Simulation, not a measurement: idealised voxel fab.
This section sets out a process module, namely voxel wiring stack.
Xsec cut, 270 nm wide, square cell size 5 nm.
How to read a cross-section here: the picture is a grid of square cells, written as bands going from the top down, and any band can span one or more rows of cells. Top height, bottom height, nm. Materials left to right, width each, nm. Single material + "all across" = fills band edge to edge. "empty" = empty. All heights in this document are referenced to 0, defined as the level beneath which the wafer, as received, consists entirely of one material. The lowest band is not bounded below; it extends indefinitely downward and is written in the form "top 0, no bottom". Graded width ("30..40"): value in top row of band = first number; value in bottom row = second number; row-to-row change constant. It should be understood that the words "no modifications", when stated for a given step, signify that the cross-section underwent no change in any of its cells during that step. Reported under the label "Enclosed void inventory" are the empty spaces having no open way to the top and comprising 8 cells or more; the notation for each is width x height at distance, in which the distance is measured from the left edge and all three values are in nm. If you see something after the settings on a step's line, that's the simulator's own remark about that step. The line of a step may include "overlay nm". On a step with a mask, this value is how far to the right of its planned place the mask lay. A negative value means the mask lay to the left.
PROCESS STEPS (PLANNED)
| 1 | RECEIVE,material Si |
| 2 | CONFORMAL_DEP,material SiO2,thk nm 10 |
| 3 | CONFORMAL_DEP,material SiCN,thk nm 5 |
| 4 | DIRECTIONAL_DEP,material SiO2,thk nm 20 |
| 5 | MASKED_ETCH,tone open,mask id METAL_1,width nm 20,pitch nm 45,etch materials SiO2,depth nm 20,overlay nm 0 |
| 6 | MASKED_ETCH,tone open,mask id METAL_1,width nm 20,pitch nm 45,etch materials SiCN,depth nm 5,overlay nm 0 |
| 7 | CONFORMAL_DEP,material TiN,thk nm 5 |
| 8 | FILL_DEP,material Cu,thk nm 10 |
| 9 | CMP,height nm 35 |
| 10 | CONFORMAL_DEP,material SiCN,thk nm 5 |
| 11 | DIRECTIONAL_DEP,material SiO2,thk nm 30 |
| 12 | PATTERN,tone open,mask id METAL_2_HOLES,material resist,width nm 15,pitch nm 90,thk nm 15,overlay nm 0 |
| 13 | DIRECTIONAL_ETCH,etch materials SiO2,depth nm 30 |
| 14 | STRIP,etch materials resist |
| 15 | DIRECTIONAL_DEP,material aC,thk nm 10 |
| 16 | PATTERN,tone open,mask id METAL_2,material resist,width nm 20,pitch nm 45,thk nm 25,overlay nm 0 |
| 17 | DIRECTIONAL_ETCH,etch materials aC,depth nm 10 |
| 18 | STRIP,etch materials resist |
| 19 | DIRECTIONAL_ETCH,etch materials SiO2,depth nm 20 |
| 20 | DIRECTIONAL_ETCH,etch materials SiCN,depth nm 5 |
| 21 | STRIP,etch materials aC |
| 22 | CONFORMAL_DEP,material TiN,thk nm 5 |
| 23 | FILL_DEP,material Cu,thk nm 5 |
| 24 | CMP,height nm 70 |
| 25 | CONFORMAL_DEP,material SiCN,thk nm 5 |
| 26 | DIRECTIONAL_DEP,material SiO2,thk nm 35 |
| 27 | PATTERN,tone open,mask id METAL_3_HOLES,material resist,width nm 15,pitch nm 45,thk nm 15,overlay nm 0 |
| 28 | DIRECTIONAL_ETCH,etch materials SiO2,depth nm 35 |
| 29 | STRIP,etch materials resist |
| 30 | PATTERN,tone open,mask id METAL_3,material resist,width nm 20,pitch nm 45,thk nm 15,overlay nm 0 |
| 31 | DIRECTIONAL_ETCH,etch materials SiO2,depth nm 20 |
| 32 | DIRECTIONAL_ETCH,etch materials SiCN,depth nm 5 |
| 33 | STRIP,etch materials resist |
| 34 | CONFORMAL_DEP,material TiN,thk nm 5 |
| 35 | FILL_DEP,material Cu,thk nm 5 |
| 36 | CMP,height nm 110 |
| 37 | CONFORMAL_DEP,material SiCN,thk nm 5 |
| 38 | DIRECTIONAL_DEP,material SiO2,thk nm 20 |
| 39 | DIRECTIONAL_DEP,material aC,thk nm 15 |
| 40 | PATTERN,tone open,mask id PLUG_3,material resist,width nm 15,pitch nm 90,thk nm 35,overlay nm 0 |
| 41 | DIRECTIONAL_ETCH,etch materials aC,depth nm 15 |
| 42 | STRIP,etch materials resist |
| 43 | DIRECTIONAL_ETCH,etch materials SiO2,depth nm 20 |
| 44 | DIRECTIONAL_ETCH,etch materials SiCN,depth nm 5 |
| 45 | STRIP,etch materials aC |
| 46 | CONFORMAL_DEP,material TiN,thk nm 5 |
| 47 | FILL_DEP,material Cu,thk nm 5 |
| 48 | CMP,height nm 135 |
| 49 | DIRECTIONAL_DEP,material TiN,thk nm 5 |
| 50 | DIRECTIONAL_DEP,material Ru,thk nm 25 |
| 51 | PATTERN,tone cover,mask id METAL_4,material resist,width nm 20,pitch nm 45,thk nm 20,overlay nm 0 |
| 52 | DIRECTIONAL_ETCH,etch materials Ru,depth nm 25 |
| 53 | DIRECTIONAL_ETCH,etch materials TiN,depth nm 5 |
| 54 | STRIP,etch materials resist |
| 55 | FILL_DEP,material SiO2,thk nm 5 |
| 56 | CMP,height nm 165 |
| 57 | CONFORMAL_DEP,material SiCN,thk nm 5 |
ACCOUNT OF THE FIRST OF TWO WAFERS, WHICH WAS PROCESSED AS INTENDED
CROSS-SECTION OF THE WAFER AT RECEIPT, WHICH IS THE CONDITION AFTER STEP 1
* top 0, no bottom  Si all across
* Enclosed void inventory: none
AFTER STEP 2
* top 10, bottom 0  SiO2 all across
* Rest of section, below 0: as before.
AFTER STEP 3
* top 15, bottom 10  SiCN all across
* Rest of section, below 10: as before.
AFTER STEP 4
* top 35, bottom 15  SiO2 all across
* Rest of section, below 15: as before.
AFTER STEP 5
* top 35, bottom 15  SiO2 (55) / empty (20) / SiO2 (25) / empty (20) / SiO2 (25) / empty (20) / SiO2 (25) / empty (20) / SiO2 (60)
* Rest of section, below 15: as before.
AFTER STEP 6
* top 35, bottom 15  SiO2 (55) / empty (20) / SiO2 (25) / empty (20) / SiO2 (25) / empty (20) / SiO2 (25) / empty (20) / SiO2 (60)
* top 15, bottom 10  SiCN (55) / empty (20) / SiCN (25) / empty (20) / SiCN (25) / empty (20) / SiCN (25) / empty (20) / SiCN (60)
* Rest of section, below 10: as before.
AFTER STEP 7
* top 40, bottom 35  TiN (60) / empty (10) / TiN (35) / empty (10) / TiN (35) / empty (10) / TiN (35) / empty (10) / TiN (65)
* top 35, bottom 15  SiO2 (55) / TiN (5) / empty (10) / TiN (5) / SiO2 (25) / TiN (5) / empty (10) / TiN (5) / SiO2 (25) / TiN (5) / empty (10) / TiN (5) / SiO2 (25) / TiN (5) / empty (10) / TiN (5) / SiO2 (60)
* top 15, bottom 10  SiCN (55) / TiN (20) / SiCN (25) / TiN (20) / SiCN (25) / TiN (20) / SiCN (25) / TiN (20) / SiCN (60)
* Rest of section, below 10: as before.
AFTER STEP 8
* top 50, bottom 40  Cu all across
* top 40, bottom 35  TiN (60) / Cu (10) / TiN (35) / Cu (10) / TiN (35) / Cu (10) / TiN (35) / Cu (10) / TiN (65)
* top 35, bottom 15  SiO2 (55) / TiN (5) / Cu (10) / TiN (5) / SiO2 (25) / TiN (5) / Cu (10) / TiN (5) / SiO2 (25) / TiN (5) / Cu (10) / TiN (5) / SiO2 (25) / TiN (5) / Cu (10) / TiN (5) / SiO2 (60)
* Rest of section, below 15: as before.
AFTER STEP 9
* top 35, bottom 15  SiO2 (55) / TiN (5) / Cu (10) / TiN (5) / SiO2 (25) / TiN (5) / Cu (10) / TiN (5) / SiO2 (25) / TiN (5) / Cu (10) / TiN (5) / SiO2 (25) / TiN (5) / Cu (10) / TiN (5) / SiO2 (60)
* Rest of section, below 15: as before.
AFTER STEP 10
* top 40, bottom 35  SiCN all across
* Rest of section, below 35: as before.
AFTER STEP 11
* top 70, bottom 40  SiO2 all across
* Rest of section, below 40: as before.
AFTER STEP 12
* top 85, bottom 70  resist (55) / empty (15) / resist (75) / empty (15) / resist (110)
* Rest of section, below 70: as before.
AFTER STEP 13
* top 85, bottom 70  resist (55) / empty (15) / resist (75) / empty (15) / resist (110)
* top 70, bottom 40  SiO2 (55) / empty (15) / SiO2 (75) / empty (15) / SiO2 (110)
* Rest of section, below 40: as before.
AFTER STEP 14
* top 70, bottom 40  SiO2 (55) / empty (15) / SiO2 (75) / empty (15) / SiO2 (110)
* Rest of section, below 40: as before.
AFTER STEP 15
* top 80, bottom 70  aC (55) / empty (15) / aC (75) / empty (15) / aC (110)
* top 70, bottom 50  SiO2 (55) / empty (15) / SiO2 (75) / empty (15) / SiO2 (110)
* top 50, bottom 40  SiO2 (55) / aC (15) / SiO2 (75) / aC (15) / SiO2 (110)
* Rest of section, below 40: as before.
AFTER STEP 16
* top 105, bottom 80  resist (55) / empty (20) / resist (25) / empty (20) / resist (25) / empty (20) / resist (25) / empty (20) / resist (60)
* Rest of section, below 80: as before.
AFTER STEP 17
* top 95, bottom 80  resist (55) / empty (20) / resist (25) / empty (20) / resist (25) / empty (20) / resist (25) / empty (20) / resist (60)
* top 80, bottom 70  aC (55) / empty (20) / aC (25) / empty (20) / aC (25) / empty (20) / aC (25) / empty (20) / aC (60)
* top 70, bottom 40  SiO2 (55) / empty (15) / SiO2 (75) / empty (15) / SiO2 (110)
* Rest of section, below 40: as before.
AFTER STEP 18
* top 80, bottom 70  aC (55) / empty (20) / aC (25) / empty (20) / aC (25) / empty (20) / aC (25) / empty (20) / aC (60)
* Rest of section, below 70: as before.
AFTER STEP 19
* top 80, bottom 70  aC (55) / empty (20) / aC (25) / empty (20) / aC (25) / empty (20) / aC (25) / empty (20) / aC (60)
* top 70, bottom 50  SiO2 (55) / empty (20) / SiO2 (25) / empty (20) / SiO2 (25) / empty (20) / SiO2 (25) / empty (20) / SiO2 (60)
* Rest of section, below 50: as before.
AFTER STEP 20
* top 80, bottom 70  aC (55) / empty (20) / aC (25) / empty (20) / aC (25) / empty (20) / aC (25) / empty (20) / aC (60)
* top 70, bottom 50  SiO2 (55) / empty (20) / SiO2 (25) / empty (20) / SiO2 (25) / empty (20) / SiO2 (25) / empty (20) / SiO2 (60)
* top 50, bottom 40  SiO2 (55) / empty (15) / SiO2 (75) / empty (15) / SiO2 (110)
* top 40, bottom 35  SiCN (55) / empty (15) / SiCN (75) / empty (15) / SiCN (110)
* Rest of section, below 35: as before.
AFTER STEP 21
* top 70, bottom 50  SiO2 (55) / empty (20) / SiO2 (25) / empty (20) / SiO2 (25) / empty (20) / SiO2 (25) / empty (20) / SiO2 (60)
* Rest of section, below 50: as before.
AFTER STEP 22
* top 75, bottom 70  TiN (60) / empty (10) / TiN (35) / empty (10) / TiN (35) / empty (10) / TiN (35) / empty (10) / TiN (65)
* top 70, bottom 55  SiO2 (55) / TiN (5) / empty (10) / TiN (5) / SiO2 (25) / TiN (5) / empty (10) / TiN (5) / SiO2 (25) / TiN (5) / empty (10) / TiN (5) / SiO2 (25) / TiN (5) / empty (10) / TiN (5) / SiO2 (60)
* top 55, bottom 50  SiO2 (55) / TiN (5) / empty (5) / TiN (10) / SiO2 (25) / TiN (20) / SiO2 (25) / TiN (5) / empty (5) / TiN (10) / SiO2 (25) / TiN (20) / SiO2 (60)
* top 50, bottom 40  SiO2 (55) / TiN (5) / empty (5) / TiN (5) / SiO2 (75) / TiN (5) / empty (5) / TiN (5) / SiO2 (110)
* top 40, bottom 35  SiCN (55) / TiN (15) / SiCN (75) / TiN (15) / SiCN (110)
* Rest of section, below 35: as before.
AFTER STEP 23
* top 80, bottom 75  Cu all across
* top 75, bottom 70  TiN (60) / Cu (10) / TiN (35) / Cu (10) / TiN (35) / Cu (10) / TiN (35) / Cu (10) / TiN (65)
* top 70, bottom 55  SiO2 (55) / TiN (5) / Cu (10) / TiN (5) / SiO2 (25) / TiN (5) / Cu (10) / TiN (5) / SiO2 (25) / TiN (5) / Cu (10) / TiN (5) / SiO2 (25) / TiN (5) / Cu (10) / TiN (5) / SiO2 (60)
* top 55, bottom 50  SiO2 (55) / TiN (5) / Cu (5) / TiN (10) / SiO2 (25) / TiN (20) / SiO2 (25) / TiN (5) / Cu (5) / TiN (10) / SiO2 (25) / TiN (20) / SiO2 (60)
* top 50, bottom 40  SiO2 (55) / TiN (5) / Cu (5) / TiN (5) / SiO2 (75) / TiN (5) / Cu (5) / TiN (5) / SiO2 (110)
* Rest of section, below 40: as before.
AFTER STEP 24
* top 70, bottom 55  SiO2 (55) / TiN (5) / Cu (10) / TiN (5) / SiO2 (25) / TiN (5) / Cu (10) / TiN (5) / SiO2 (25) / TiN (5) / Cu (10) / TiN (5) / SiO2 (25) / TiN (5) / Cu (10) / TiN (5) / SiO2 (60)
* Rest of section, below 55: as before.
AFTER STEP 25
* top 75, bottom 70  SiCN all across
* Rest of section, below 70: as before.
AFTER STEP 26
* top 110, bottom 75  SiO2 all across
* Rest of section, below 75: as before.
AFTER STEP 27
* top 125, bottom 110  resist (55) / empty (15) / resist (30) / empty (15) / resist (30) / empty (15) / resist (30) / empty (15) / resist (65)
* Rest of section, below 110: as before.
AFTER STEP 28
* top 125, bottom 110  resist (55) / empty (15) / resist (30) / empty (15) / resist (30) / empty (15) / resist (30) / empty (15) / resist (65)
* top 110, bottom 75  SiO2 (55) / empty (15) / SiO2 (30) / empty (15) / SiO2 (30) / empty (15) / SiO2 (30) / empty (15) / SiO2 (65)
* Rest of section, below 75: as before.
AFTER STEP 29
* top 110, bottom 75  SiO2 (55) / empty (15) / SiO2 (30) / empty (15) / SiO2 (30) / empty (15) / SiO2 (30) / empty (15) / SiO2 (65)
* Rest of section, below 75: as before.
AFTER STEP 30
* top 125, bottom 110  resist (55) / empty (20) / resist (25) / empty (20) / resist (25) / empty (20) / resist (25) / empty (20) / resist (60)
* Rest of section, below 110: as before.
AFTER STEP 31
* top 125, bottom 110  resist (55) / empty (20) / resist (25) / empty (20) / resist (25) / empty (20) / resist (25) / empty (20) / resist (60)
* top 110, bottom 90  SiO2 (55) / empty (20) / SiO2 (25) / empty (20) / SiO2 (25) / empty (20) / SiO2 (25) / empty (20) / SiO2 (60)
* Rest of section, below 90: as before.
AFTER STEP 32
* top 125, bottom 110  resist (55) / empty (20) / resist (25) / empty (20) / resist (25) / empty (20) / resist (25) / empty (20) / resist (60)
* top 110, bottom 90  SiO2 (55) / empty (20) / SiO2 (25) / empty (20) / SiO2 (25) / empty (20) / SiO2 (25) / empty (20) / SiO2 (60)
* top 90, bottom 75  SiO2 (55) / empty (15) / SiO2 (30) / empty (15) / SiO2 (30) / empty (15) / SiO2 (30) / empty (15) / SiO2 (65)
* top 75, bottom 70  SiCN (55) / empty (15) / SiCN (30) / empty (15) / SiCN (30) / empty (15) / SiCN (30) / empty (15) / SiCN (65)
* Rest of section, below 70: as before.
AFTER STEP 33
* top 110, bottom 90  SiO2 (55) / empty (20) / SiO2 (25) / empty (20) / SiO2 (25) / empty (20) / SiO2 (25) / empty (20) / SiO2 (60)
* Rest of section, below 90: as before.
AFTER STEP 34
* top 115, bottom 110  TiN (60) / empty (10) / TiN (35) / empty (10) / TiN (35) / empty (10) / TiN (35) / empty (10) / TiN (65)
* top 110, bottom 95  SiO2 (55) / TiN (5) / empty (10) / TiN (5) / SiO2 (25) / TiN (5) / empty (10) / TiN (5) / SiO2 (25) / TiN (5) / empty (10) / TiN (5) / SiO2 (25) / TiN (5) / empty (10) / TiN (5) / SiO2 (60)
* top 95, bottom 90  SiO2 (55) / TiN (5) / empty (5) / TiN (10) / SiO2 (25) / TiN (5) / empty (5) / TiN (10) / SiO2 (25) / TiN (5) / empty (5) / TiN (10) / SiO2 (25) / TiN (5) / empty (5) / TiN (10) / SiO2 (60)
* top 90, bottom 75  SiO2 (55) / TiN (5) / empty (5) / TiN (5) / SiO2 (30) / TiN (5) / empty (5) / TiN (5) / SiO2 (30) / TiN (5) / empty (5) / TiN (5) / SiO2 (30) / TiN (5) / empty (5) / TiN (5) / SiO2 (65)
* top 75, bottom 70  SiCN (55) / TiN (15) / SiCN (30) / TiN (15) / SiCN (30) / TiN (15) / SiCN (30) / TiN (15) / SiCN (65)
* Rest of section, below 70: as before.
AFTER STEP 35
* top 120, bottom 115  Cu all across
* top 115, bottom 110  TiN (60) / Cu (10) / TiN (35) / Cu (10) / TiN (35) / Cu (10) / TiN (35) / Cu (10) / TiN (65)
* top 110, bottom 95  SiO2 (55) / TiN (5) / Cu (10) / TiN (5) / SiO2 (25) / TiN (5) / Cu (10) / TiN (5) / SiO2 (25) / TiN (5) / Cu (10) / TiN (5) / SiO2 (25) / TiN (5) / Cu (10) / TiN (5) / SiO2 (60)
* top 95, bottom 90  SiO2 (55) / TiN (5) / Cu (5) / TiN (10) / SiO2 (25) / TiN (5) / Cu (5) / TiN (10) / SiO2 (25) / TiN (5) / Cu (5) / TiN (10) / SiO2 (25) / TiN (5) / Cu (5) / TiN (10) / SiO2 (60)
* top 90, bottom 75  SiO2 (55) / TiN (5) / Cu (5) / TiN (5) / SiO2 (30) / TiN (5) / Cu (5) / TiN (5) / SiO2 (30) / TiN (5) / Cu (5) / TiN (5) / SiO2 (30) / TiN (5) / Cu (5) / TiN (5) / SiO2 (65)
* Rest of section, below 75: as before.
AFTER STEP 36
* top 110, bottom 95  SiO2 (55) / TiN (5) / Cu (10) / TiN (5) / SiO2 (25) / TiN (5) / Cu (10) / TiN (5) / SiO2 (25) / TiN (5) / Cu (10) / TiN (5) / SiO2 (25) / TiN (5) / Cu (10) / TiN (5) / SiO2 (60)
* Rest of section, below 95: as before.
AFTER STEP 37
* top 115, bottom 110  SiCN all across
* Rest of section, below 110: as before.
AFTER STEP 38
* top 135, bottom 115  SiO2 all across
* Rest of section, below 115: as before.
AFTER STEP 39
* top 150, bottom 135  aC all across
* Rest of section, below 135: as before.
AFTER STEP 40
* top 185, bottom 150  resist (55) / empty (15) / resist (75) / empty (15) / resist (110)
* Rest of section, below 150: as before.
AFTER STEP 41
* top 170, bottom 150  resist (55) / empty (15) / resist (75) / empty (15) / resist (110)
* top 150, bottom 135  aC (55) / empty (15) / aC (75) / empty (15) / aC (110)
* Rest of section, below 135: as before.
AFTER STEP 42
* top 150, bottom 135  aC (55) / empty (15) / aC (75) / empty (15) / aC (110)
* Rest of section, below 135: as before.
AFTER STEP 43
* top 150, bottom 135  aC (55) / empty (15) / aC (75) / empty (15) / aC (110)
* top 135, bottom 115  SiO2 (55) / empty (15) / SiO2 (75) / empty (15) / SiO2 (110)
* Rest of section, below 115: as before.
AFTER STEP 44
* top 150, bottom 135  aC (55) / empty (15) / aC (75) / empty (15) / aC (110)
* top 135, bottom 115  SiO2 (55) / empty (15) / SiO2 (75) / empty (15) / SiO2 (110)
* top 115, bottom 110  SiCN (55) / empty (15) / SiCN (75) / empty (15) / SiCN (110)
* Rest of section, below 110: as before.
AFTER STEP 45
* top 135, bottom 115  SiO2 (55) / empty (15) / SiO2 (75) / empty (15) / SiO2 (110)
* Rest of section, below 115: as before.
AFTER STEP 46
* top 140, bottom 135  TiN (60) / empty (5) / TiN (85) / empty (5) / TiN (115)
* top 135, bottom 115  SiO2 (55) / TiN (5) / empty (5) / TiN (5) / SiO2 (75) / TiN (5) / empty (5) / TiN (5) / SiO2 (110)
* top 115, bottom 110  SiCN (55) / TiN (15) / SiCN (75) / TiN (15) / SiCN (110)
* Rest of section, below 110: as before.
AFTER STEP 47
* top 145, bottom 140  Cu all across
* top 140, bottom 135  TiN (60) / Cu (5) / TiN (85) / Cu (5) / TiN (115)
* top 135, bottom 115  SiO2 (55) / TiN (5) / Cu (5) / TiN (5) / SiO2 (75) / TiN (5) / Cu (5) / TiN (5) / SiO2 (110)
* Rest of section, below 115: as before.
AFTER STEP 48
* top 135, bottom 115  SiO2 (55) / TiN (5) / Cu (5) / TiN (5) / SiO2 (75) / TiN (5) / Cu (5) / TiN (5) / SiO2 (110)
* Rest of section, below 115: as before.
AFTER STEP 49
* top 140, bottom 135  TiN all across
* Rest of section, below 135: as before.
AFTER STEP 50
* top 165, bottom 140  Ru all across
* Rest of section, below 140: as before.
AFTER STEP 51
* top 185, bottom 165  empty (55) / resist (20) / empty (25) / resist (20) / empty (25) / resist (20) / empty (25) / resist (20) / empty (60)
* Rest of section, below 165: as before.
AFTER STEP 52
* top 185, bottom 165  empty (55) / resist (20) / empty (25) / resist (20) / empty (25) / resist (20) / empty (25) / resist (20) / empty (60)
* top 165, bottom 140  empty (55) / Ru (20) / empty (25) / Ru (20) / empty (25) / Ru (20) / empty (25) / Ru (20) / empty (60)
* Rest of section, below 140: as before.
AFTER STEP 53
* top 185, bottom 165  empty (55) / resist (20) / empty (25) / resist (20) / empty (25) / resist (20) / empty (25) / resist (20) / empty (60)
* top 165, bottom 140  empty (55) / Ru (20) / empty (25) / Ru (20) / empty (25) / Ru (20) / empty (25) / Ru (20) / empty (60)
* top 140, bottom 135  empty (55) / TiN (20) / empty (25) / TiN (20) / empty (25) / TiN (20) / empty (25) / TiN (20) / empty (60)
* Rest of section, below 135: as before.
AFTER STEP 54
* top 165, bottom 140  empty (55) / Ru (20) / empty (25) / Ru (20) / empty (25) / Ru (20) / empty (25) / Ru (20) / empty (60)
* Rest of section, below 140: as before.
AFTER STEP 55
* top 170, bottom 165  SiO2 all across
* top 165, bottom 140  SiO2 (55) / Ru (20) / SiO2 (25) / Ru (20) / SiO2 (25) / Ru (20) / SiO2 (25) / Ru (20) / SiO2 (60)
* top 140, bottom 135  SiO2 (55) / TiN (20) / SiO2 (25) / TiN (20) / SiO2 (25) / TiN (20) / SiO2 (25) / TiN (20) / SiO2 (60)
* Rest of section, below 135: as before.
AFTER STEP 56
* top 165, bottom 140  SiO2 (55) / Ru (20) / SiO2 (25) / Ru (20) / SiO2 (25) / Ru (20) / SiO2 (25) / Ru (20) / SiO2 (60)
* Rest of section, below 140: as before.
AFTER STEP 57
* top 170, bottom 165  SiCN all across
* Rest of section, below 165: as before.
SECOND WAFER - SHARED START AND PLAN WITH THE FIRST - ONE ERROR IN RUNNING - SAME AS THE FIRST UP TO STEP 45 INCLUSIVE
CROSS-SECTION, SECOND WAFER, AT THE END TIME THE PLAN GIVES FOR STEP 46
* top 140, bottom 135  SiCN (60) / empty (5) / SiCN (85) / empty (5) / SiCN (115)
* top 135, bottom 115  SiO2 (55) / SiCN (5) / empty (5) / SiCN (5) / SiO2 (75) / SiCN (5) / empty (5) / SiCN (5) / SiO2 (110)
* top 115, bottom 110  SiCN all across
* Rest of section, below 110: as before.
CROSS-SECTION, SECOND WAFER, AT THE END TIME THE PLAN GIVES FOR STEP 47
* top 145, bottom 140  Cu all across
* top 140, bottom 135  SiCN (60) / Cu (5) / SiCN (85) / Cu (5) / SiCN (115)
* top 135, bottom 115  SiO2 (55) / SiCN (5) / Cu (5) / SiCN (5) / SiO2 (75) / SiCN (5) / Cu (5) / SiCN (5) / SiO2 (110)
* Rest of section, below 115: as before.
CROSS-SECTION, SECOND WAFER, AT THE END TIME THE PLAN GIVES FOR STEP 48
* top 135, bottom 115  SiO2 (55) / SiCN (5) / Cu (5) / SiCN (5) / SiO2 (75) / SiCN (5) / Cu (5) / SiCN (5) / SiO2 (110)
* Rest of section, below 115: as before.
CROSS-SECTION, SECOND WAFER, AT THE END TIME THE PLAN GIVES FOR STEP 49
* top 140, bottom 135  TiN all across
* Rest of section, below 135: as before.
CROSS-SECTION, SECOND WAFER, AT THE END TIME THE PLAN GIVES FOR STEP 50
* top 165, bottom 140  Ru all across
* Rest of section, below 140: as before.
CROSS-SECTION, SECOND WAFER, AT THE END TIME THE PLAN GIVES FOR STEP 51
* top 185, bottom 165  empty (55) / resist (20) / empty (25) / resist (20) / empty (25) / resist (20) / empty (25) / resist (20) / empty (60)
* Rest of section, below 165: as before.
CROSS-SECTION, SECOND WAFER, AT THE END TIME THE PLAN GIVES FOR STEP 52
* top 185, bottom 165  empty (55) / resist (20) / empty (25) / resist (20) / empty (25) / resist (20) / empty (25) / resist (20) / empty (60)
* top 165, bottom 140  empty (55) / Ru (20) / empty (25) / Ru (20) / empty (25) / Ru (20) / empty (25) / Ru (20) / empty (60)
* Rest of section, below 140: as before.
CROSS-SECTION, SECOND WAFER, AT THE END TIME THE PLAN GIVES FOR STEP 53
* top 185, bottom 165  empty (55) / resist (20) / empty (25) / resist (20) / empty (25) / resist (20) / empty (25) / resist (20) / empty (60)
* top 165, bottom 140  empty (55) / Ru (20) / empty (25) / Ru (20) / empty (25) / Ru (20) / empty (25) / Ru (20) / empty (60)
* top 140, bottom 135  empty (55) / TiN (20) / empty (25) / TiN (20) / empty (25) / TiN (20) / empty (25) / TiN (20) / empty (60)
* Rest of section, below 135: as before.
CROSS-SECTION, SECOND WAFER, AT THE END TIME THE PLAN GIVES FOR STEP 54
* top 165, bottom 140  empty (55) / Ru (20) / empty (25) / Ru (20) / empty (25) / Ru (20) / empty (25) / Ru (20) / empty (60)
* Rest of section, below 140: as before.
CROSS-SECTION, SECOND WAFER, AT THE END TIME THE PLAN GIVES FOR STEP 55
* top 170, bottom 165  SiO2 all across
* top 165, bottom 140  SiO2 (55) / Ru (20) / SiO2 (25) / Ru (20) / SiO2 (25) / Ru (20) / SiO2 (25) / Ru (20) / SiO2 (60)
* top 140, bottom 135  SiO2 (55) / TiN (20) / SiO2 (25) / TiN (20) / SiO2 (25) / TiN (20) / SiO2 (25) / TiN (20) / SiO2 (60)
* Rest of section, below 135: as before.
CROSS-SECTION, SECOND WAFER, AT THE END TIME THE PLAN GIVES FOR STEP 56
* top 165, bottom 140  SiO2 (55) / Ru (20) / SiO2 (25) / Ru (20) / SiO2 (25) / Ru (20) / SiO2 (25) / Ru (20) / SiO2 (60)
* Rest of section, below 140: as before.
CROSS-SECTION, SECOND WAFER, AT THE END TIME THE PLAN GIVES FOR STEP 57
* top 170, bottom 165  SiCN all across
* Rest of section, below 165: as before.
Against the plan, the run slipped here: contrary to plan, step 46 was performed as CONFORMAL_DEP,material SiCN,thk nm 5
Final wafer comparison in cells, second versus first, more or fewer per material: SiCN: 22 more, TiN: 22 fewer
